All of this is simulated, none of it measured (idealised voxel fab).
Name of the process module below: voxel self aligned contacts
Cross-section cut: width 205 nm, square cells of 5 nm.
Cross-section spec: square-cell grid; bands listed top down; each band is one or more rows.
Heads up on the band format: heights come first, top then bottom, in nm. After that it's the materials left to right, each with its width in nm. A single material flagged "full width" fills the whole band edge to edge, and "blank" means there's empty space there.
Note: height 0 marks the level under which the wafer is uniformly one material as received. Lowest band unbounded below, written "from 0 down".
A two-number width, for instance "30 to 40", indicates that the width is equal to the first number in the top row of the band and to the second number in the bottom row, and that it changes by a constant amount per row of cells.
"remains unaltered" for a step: no cell of the cross-section changed in that step.
Enclosed voids (no open way to top), threshold 8 cells or more, entry "Sealed internal voids", notation width x height at distance, distance from left edge, nm.
If you see something after the settings on a step's line, that's the simulator's own remark about that step.
overlay nm: where the mask lay relative to plan, measured to the right, on steps with a mask; negatives go left.
-- Planned process steps
1,RECEIVE with material Si
2,CONFORMAL_DEP with material SiO2, thk nm 5
3,DIRECTIONAL_DEP with material polySi, thk nm 25
4,DIRECTIONAL_DEP with material SiN, thk nm 20
5,MASKED_ETCH with tone cover, mask id GATE, width nm 25, pitch nm 60, etch materials SiN, depth nm 20, overlay nm 0
6,MASKED_ETCH with tone cover, mask id GATE, width nm 25, pitch nm 60, etch materials polySi, depth nm 25, overlay nm 0
7,CONFORMAL_DEP with material SiN, thk nm 10
8,DIRECTIONAL_ETCH with etch materials SiN, depth nm 10
9,FILL_DEP with material SiO2, thk nm 10
10,CMP with height nm 55
11,DIRECTIONAL_DEP with material aC, thk nm 10
12,PATTERN with tone open, mask id CONTACT, material resist, width nm 45, pitch nm 60, thk nm 30, overlay nm 0
13,DIRECTIONAL_ETCH with etch materials aC, depth nm 10
14,STRIP with etch materials resist
15,DIRECTIONAL_ETCH with etch materials SiO2, depth nm 55
16,STRIP with etch materials aC
17,CONFORMAL_DEP with material TiN, thk nm 5
18,FILL_DEP with material Ru, thk nm 5
19,CMP with height nm 55
20,CONFORMAL_DEP with material SiN, thk nm 5
-- as received, after step 1
from 0 down = Si full width
Sealed internal voids: none
-- First of two wafers at the end of the module, shown in cross-section; run carried out as planned
from 60 to 55 = SiN full width
from 55 to 50 = SiO2 50; TiN 20; Ru 5; TiN 20; SiO2 15; TiN 20; Ru 5; TiN 20; SiO2 50
from 50 to 30 = SiO2 20; SiN 45; TiN 5; Ru 5; TiN 5; SiN 45; TiN 5; Ru 5; TiN 5; SiN 45; SiO2 20
from 30 to 5 = SiO2 20; SiN 10; polySi 25; SiN 10; TiN 5; Ru 5; TiN 5; SiN 10; polySi 25; SiN 10; TiN 5; Ru 5; TiN 5; SiN 10; polySi 25; SiN 10; SiO2 20
from 5 to 0 = SiO2 65; TiN 15; SiO2 45; TiN 15; SiO2 65
from 0 down = Si full width
Sealed internal voids: none
-- End of module, second wafer, cross-section. Started like the first, planned like the first, run with one mistake
from 60 to 55 = SiN full width
from 55 to 50 = SiO2 20; SiN 45; TiN 15; SiN 45; TiN 15; SiN 45; SiO2 20
from 50 to 30 = SiN full width
from 30 to 5 = polySi full width
from 5 to 0 = SiO2 full width
from 0 down = Si full width
Sealed internal voids: none
Plan not followed: step 4, plan: ran twice
Count the cells at the end and the second wafer has more or fewer of some materials than the first: 20 fewer of Ru, 23 more of SiN, 81 fewer of SiO2, 52 fewer of TiN, 130 more of polySi
